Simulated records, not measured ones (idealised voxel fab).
process module | voxel gate over fins
cross-section cut | 180 nm wide | cells 5 nm
A cross-section is a grid of square cells, given in bands from the top down. A band is one or more rows of cells.
Each band's line starts with the height of the band's top and of its bottom, in nm. Then come its materials from left to right, each with its width in nm. One material with "throughout" fills the band from edge to edge. "air" is empty space.
Height 0 is the level under which the wafer as received is all one material. The lowest band goes on downwards, as in "0 down".
A width such as "30 to 40" changes by the same amount from each row of cells to the next, from the band's top row to its bottom row.
"no change" after a step means that no cell of the cross-section changed.
closed voids: empty space of 8 cells or more with no open way to the top, each as width x height at its distance from the left edge, in nm
after a step's settings: what the simulator itself notes on the step
overlay nm, on a step with a mask: how far to the right of its planned place the mask lay; to the left if negative
plan
1 op RECEIVE | material Si
2 op CONFORMAL_DEP | material SiN | thk nm 10
3 op PATTERN | tone cover | mask id FINS | material resist | width nm 15 | pitch nm 35 | thk nm 20 | overlay nm 0
4 op DIRECTIONAL_ETCH | etch materials SiN | depth nm 10
5 op DIRECTIONAL_ETCH | etch materials Si | depth nm 35
6 op STRIP | etch materials resist
7 op OXIDIZE | depth nm 5
8 op FILL_DEP | material SiO2 | thk nm 5
9 op CMP | height nm 10
10 op SELECTIVE_ETCH | etch materials SiO2 | depth nm 25
11 op STRIP | etch materials SiN
12 op CONFORMAL_DEP | material HfO2 | thk nm 5
13 op CONFORMAL_DEP | material TiN | thk nm 5
14 op FILL_DEP | material W | thk nm 10
15 op CMP | height nm 15
16 op CONFORMAL_DEP | material SiN | thk nm 5
as received, after step 1
  0 down: Si throughout
  closed voids: none
first wafer at the end, as planned
  20 to 15: SiN throughout
  15 to 10: W throughout
  10 to 5: W 25 | TiN 25 | W 10 | TiN 25 | W 10 | TiN 25 | W 10 | TiN 25 | W 25
  5 to 0: W 25 | TiN 5 | HfO2 15 | TiN 5 | W 10 | TiN 5 | HfO2 15 | TiN 5 | W 10 | TiN 5 | HfO2 15 | TiN 5 | W 10 | TiN 5 | HfO2 15 | TiN 5 | W 25
  0 to -5: W 25 | TiN 5 | HfO2 5 | Si 5 | HfO2 5 | TiN 5 | W 10 | TiN 5 | HfO2 5 | Si 5 | HfO2 5 | TiN 5 | W 10 | TiN 5 | HfO2 5 | Si 5 | HfO2 5 | TiN 5 | W 10 | TiN 5 | HfO2 5 | Si 5 | HfO2 5 | TiN 5 | W 25
  -5 to -10: TiN 30 | HfO2 5 | Si 5 | HfO2 5 | TiN 20 | HfO2 5 | Si 5 | HfO2 5 | TiN 20 | HfO2 5 | Si 5 | HfO2 5 | TiN 20 | HfO2 5 | Si 5 | HfO2 5 | TiN 30
  -10 to -15: HfO2 35 | Si 5 | HfO2 30 | Si 5 | HfO2 30 | Si 5 | HfO2 30 | Si 5 | HfO2 35
  -15 to -40: SiO2 35 | Si 5 | SiO2 30 | Si 5 | SiO2 30 | Si 5 | SiO2 30 | Si 5 | SiO2 35
  -40 down: Si throughout
  closed voids: none
second wafer at the end: like start, like plan, one mistake
  10 to 5: SiN throughout
  5 to 0: W 25 | TiN 5 | HfO2 15 | TiN 5 | W 10 | TiN 5 | HfO2 15 | TiN 5 | W 10 | TiN 5 | HfO2 15 | TiN 5 | W 10 | TiN 5 | HfO2 15 | TiN 5 | W 25
  0 to -5: W 25 | TiN 5 | HfO2 5 | Si 5 | HfO2 5 | TiN 5 | W 10 | TiN 5 | HfO2 5 | Si 5 | HfO2 5 | TiN 5 | W 10 | TiN 5 | HfO2 5 | Si 5 | HfO2 5 | TiN 5 | W 10 | TiN 5 | HfO2 5 | Si 5 | HfO2 5 | TiN 5 | W 25
  -5 to -10: TiN 30 | HfO2 5 | Si 5 | HfO2 5 | TiN 20 | HfO2 5 | Si 5 | HfO2 5 | TiN 20 | HfO2 5 | Si 5 | HfO2 5 | TiN 20 | HfO2 5 | Si 5 | HfO2 5 | TiN 30
  -10 to -15: HfO2 35 | Si 5 | HfO2 30 | Si 5 | HfO2 30 | Si 5 | HfO2 30 | Si 5 | HfO2 35
  -15 to -40: SiO2 35 | Si 5 | SiO2 30 | Si 5 | SiO2 30 | Si 5 | SiO2 30 | Si 5 | SiO2 35
  -40 down: Si throughout
  closed voids: none
what went wrong: step 15 ran as: op CMP | height nm 5
at the end the second wafer has, in cells: 20 fewer of TiN | 52 fewer of W
